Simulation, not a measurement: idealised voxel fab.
Process module heading - voxel transistor to metal
Section shown: cut. Width: 140 nm. Cell size: 5 nm, square.
Bands, listed from the top down, are how a cross-section gets written in this document; the cross-section itself is a grid of square cells, and a band is one or more rows of them.
It is stipulated that each band's entry specify, in nanometres, the height of the top of the band and then that of its bottom, followed by the materials of the band in left-to-right sequence, each together with its width in nanometres. A single material marked by the word "full width" is understood to fill the band from edge to edge; the word "empty" is understood to denote empty space.
Height 0 is the level under which the wafer as received is all one material. The lowest band goes on downwards, as in "0 -> down".
It should be noted that a width expressed as "30 to 40" varies in equal increments from row to row of cells within the band, taking the value of the first number at the top row and that of the second number at the bottom row.
What does "remained unchanged" mean for a step? It means no cell of the cross-section changed in that step.
The entry "Closed void roster" lists the empty spaces that cover at least 8 cells and have no open path to the top. Each is written as width x height at distance, where the distance is measured from the left edge and all three values are in nm.
Text after the settings on a step's line: the simulator's own remark on that step.
If you see "overlay nm" on a step's line and that step has a mask, it's telling you how far right of where it was planned the mask ended up; a negative number means it went left instead.

Planned process steps
1. op RECEIVE | material Si
2. op CONFORMAL_DEP | material SiO2 | thk nm 5
3. op CONFORMAL_DEP | material SiN | thk nm 10
4. op PATTERN | tone cover | mask id ACTIVE | material resist | width nm 100 | thk nm 15 | overlay nm 0
5. op DIRECTIONAL_ETCH | etch materials SiN | depth nm 10
6. op DIRECTIONAL_ETCH | etch materials SiO2 | depth nm 5
7. op DIRECTIONAL_ETCH | etch materials Si | depth nm 35
8. op STRIP | etch materials resist
9. op FILL_DEP | material SiO2 | thk nm 10
10. op CMP | height nm 15
11. op SELECTIVE_ETCH | etch materials SiO2 | depth nm 5
12. op STRIP | etch materials SiN
13. op SELECTIVE_ETCH | etch materials SiO2 | depth nm 5
14. op OXIDIZE | depth nm 5
15. op DIRECTIONAL_DEP | material polySi | thk nm 20
16. op DIRECTIONAL_DEP | material SiCN | thk nm 10
17. op PATTERN | tone cover | mask id GATE | material resist | width nm 30 | thk nm 20 | overlay nm 0
18. op DIRECTIONAL_ETCH | etch materials SiCN | depth nm 20
19. op DIRECTIONAL_ETCH | etch materials polySi | depth nm 30
20. op STRIP | etch materials resist
21. op CONFORMAL_DEP | material SiO2 | thk nm 5
22. op DIRECTIONAL_ETCH | etch materials SiO2 | depth nm 5
23. op CONFORMAL_DEP | material SiN | thk nm 10
24. op DIRECTIONAL_ETCH | etch materials SiN | depth nm 10
25. op DIRECTIONAL_ETCH | etch materials SiO2 | depth nm 5
26. op DIRECTIONAL_ETCH | etch materials Si | depth nm 15
27. op EPI | material nSi | thk nm 15
28. op FILL_DEP | material SiO2 | thk nm 10
29. op CMP | height nm 20
30. op STRIP | etch materials polySi
31. op SELECTIVE_ETCH | etch materials SiO2 | depth nm 5
32. op CONFORMAL_DEP | material HfO2 | thk nm 5
33. op CONFORMAL_DEP | material TiN | thk nm 5
34. op FILL_DEP | material W | thk nm 10
35. op CMP | height nm 15
36. op DIRECTIONAL_DEP | material SiO2 | thk nm 10
37. op MASKED_ETCH | tone open | mask id CONTACT | width nm 15 | pitch nm 75 | etch materials SiO2 | depth nm 15 | overlay nm 0
38. op CONFORMAL_DEP | material TiN | thk nm 5
39. op FILL_DEP | material Ru | thk nm 10
40. op CMP | height nm 25
41. op DIRECTIONAL_DEP | material TiN | thk nm 5
42. op DIRECTIONAL_DEP | material Ru | thk nm 25
43. op MASKED_ETCH | tone cover | mask id METAL_1 | width nm 15 | pitch nm 75 | etch materials Ru | depth nm 25 | overlay nm 0
44. op MASKED_ETCH | tone cover | mask id METAL_1 | width nm 15 | pitch nm 75 | etch materials TiN | depth nm 5 | overlay nm 0
45. op FILL_DEP | material lowk | thk nm 5
46. op CMP | height nm 55
47. op CONFORMAL_DEP | material SiCN | thk nm 5
48. op DIRECTIONAL_DEP | material SiO2 | thk nm 30
49. op DIRECTIONAL_DEP | material aC | thk nm 15
50. op PATTERN | tone open | mask id METAL_2 | material resist | width nm 15 | pitch nm 75 | thk nm 35 | overlay nm 0
51. op DIRECTIONAL_ETCH | etch materials aC | depth nm 15
52. op STRIP | etch materials resist
53. op DIRECTIONAL_ETCH | etch materials SiO2 | depth nm 15
54. op STRIP | etch materials aC
55. op PATTERN | tone open | mask id METAL_2_HOLES | material resist | width nm 15 | pitch nm 75 | thk nm 20 | overlay nm 0
56. op DIRECTIONAL_ETCH | etch materials SiO2 | depth nm 15
57. op DIRECTIONAL_ETCH | etch materials SiCN | depth nm 5
58. op STRIP | etch materials resist
59. op CONFORMAL_DEP | material TiN | thk nm 5
60. op FILL_DEP | material Cu | thk nm 5
61. op CMP | height nm 90
62. op CONFORMAL_DEP | material SiN | thk nm 5

Cross-section of the wafer upon arrival, representing the state reached after step 1
    0 -> down  Si full width
    Closed void roster: none

The module was run from the start shown above using the plan shown above, but one mistake was made doing it; the resulting wafer cross-section is below
    95 -> 90  SiN full width
    90 -> 60  25 of SiO2, 5 of TiN, 5 of Cu, 5 of TiN, 60 of SiO2, 5 of TiN, 5 of Cu, 5 of TiN, 25 of SiO2
    60 -> 55  25 of SiCN, 15 of TiN, 60 of SiCN, 15 of TiN, 25 of SiCN
    55 -> 30  25 of Ru, 15 of lowk, 60 of Ru, 15 of lowk, 25 of Ru
    30 -> 25  TiN full width
    25 -> 15  25 of SiO2, 5 of TiN, 5 of Ru, 5 of TiN, 60 of SiO2, 5 of TiN, 5 of Ru, 5 of TiN, 25 of SiO2
    15 -> 10  25 of SiO2, 15 of TiN, 10 of SiN, 5 of HfO2, 5 of TiN, 20 of W, 5 of TiN, 5 of HfO2, 10 of SiN, 15 of TiN, 25 of SiO2
    10 -> 5  25 of SiO2, 15 of nSi, 10 of SiN, 5 of HfO2, 5 of TiN, 20 of W, 5 of TiN, 5 of HfO2, 10 of SiN, 15 of nSi, 25 of SiO2
    5 -> 0  20 of SiO2, 10 of SiN, 10 of nSi, 10 of SiN, 5 of HfO2, 30 of TiN, 5 of HfO2, 10 of SiN, 10 of nSi, 10 of SiN, 20 of SiO2
    0 -> -5  30 of SiO2, 10 of nSi, 10 of SiO2, 40 of HfO2, 10 of SiO2, 10 of nSi, 30 of SiO2
    -5 -> -20  20 of SiO2, 10 of Si, 10 of nSi, 60 of Si, 10 of nSi, 10 of Si, 20 of SiO2
    -20 -> -35  20 of SiO2, 100 of Si, 20 of SiO2
    -35 -> down  Si full width
    Closed void roster: none
Plan not followed: step 43 was processed under conditions differing from the plan, specifically as op MASKED_ETCH | tone open | mask id METAL_1 | width nm 15 | pitch nm 75 | etch materials Ru | depth nm 25 | overlay nm 0
